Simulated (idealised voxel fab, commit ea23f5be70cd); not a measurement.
voxel double patterning: a process module
Section shown: cut. Width: 300 nm. Cell size: 5 nm, square.
Throughout this document, each cross-section is represented as a grid of square cells and is presented as a sequence of bands enumerated from the top downward, where a band comprises one or more rows of cells. Band entry format. Leading values: height of top, height of bottom, nm. Remainder: materials in left-to-right order, each with its width in nm. Special words: "everywhere" on a single material, which then fills the band edge to edge; "air", empty space. Heights are expressed relative to 0, this being the level below which the as-received wafer comprises one material exclusively. The lowest band is unbounded in the downward direction and is denoted as in "0 nm and below". Read "30->40" as a graded width: first number on top, second number at the bottom, same change between each pair of neighbouring rows. Step marked "all unchanged"? Then no cell in the cross-section changed in it. Voids, enclosed: empty space of 8 cells or more with no open way to the top, each as width x height at its distance from the left edge, in nm. On each step's line, the part that comes after the settings is the simulator's own comment on the step. Among the settings permitted on a step's line is "overlay nm"; applied to a step with a mask, it specifies the extent to which the mask lay to the right of its planned position, whereas a negative figure signifies a position to the left.
## The process steps that were planned are listed below
1. RECEIVE, material Si
2. CONFORMAL_DEP, material SiN, thk nm 5
3. DIRECTIONAL_DEP, material SiO2, thk nm 20
4. DIRECTIONAL_DEP, material SiCN, thk nm 10
5. DIRECTIONAL_DEP, material aC, thk nm 10
6. PATTERN, tone open, mask id FIRST, material resist, width nm 15, pitch nm 50, thk nm 25, overlay nm 0
7. DIRECTIONAL_ETCH, etch materials aC, depth nm 10
8. STRIP, etch materials resist
9. DIRECTIONAL_ETCH, etch materials SiCN, depth nm 10
10. STRIP, etch materials aC
11. DIRECTIONAL_DEP, material aC, thk nm 10
12. PATTERN, tone open, mask id SECOND, material resist, width nm 15, pitch nm 50, thk nm 30, overlay nm 0
13. DIRECTIONAL_ETCH, etch materials aC, depth nm 10
14. STRIP, etch materials resist
15. DIRECTIONAL_ETCH, etch materials SiCN, depth nm 10
16. STRIP, etch materials aC
17. DIRECTIONAL_ETCH, etch materials SiO2, depth nm 20
18. STRIP, etch materials SiCN
## Cross-section of the incoming wafer, state after step 1
- 0 nm and below  Si everywhere
- Voids, enclosed: none
## First of two wafers at the end of the module, shown in cross-section; run carried out as planned
- 25 nm to 5 nm  SiO2 90  air 15  SiO2 10  air 15  SiO2 10  air 15  SiO2 10  air 15  SiO2 10  air 15  SiO2 95
- 5 nm to 0 nm  SiN everywhere
- 0 nm and below  Si everywhere
- Voids, enclosed: none
## Here is the second of the two wafers cut open at the end of the module - same start, same plan as the first one, but we made one mistake running it
- 25 nm to 5 nm  SiO2 85  air 25  SiO2 5  air 15  SiO2 5  air 25  SiO2 5  air 15  SiO2 5  air 25  SiO2 90
- 5 nm to 0 nm  SiN everywhere
- 0 nm and below  Si everywhere
- Voids, enclosed: none
The mistake made against the process plan was this: off-plan run, step 6, actual operation and settings PATTERN, tone open, mask id FIRST, material resist, width nm 25, pitch nm 50, thk nm 25, overlay nm 0
Upon completion, the second wafer contains, in terms of cells, a greater or smaller amount of certain materials than the first wafer: SiO2: 24 fewer
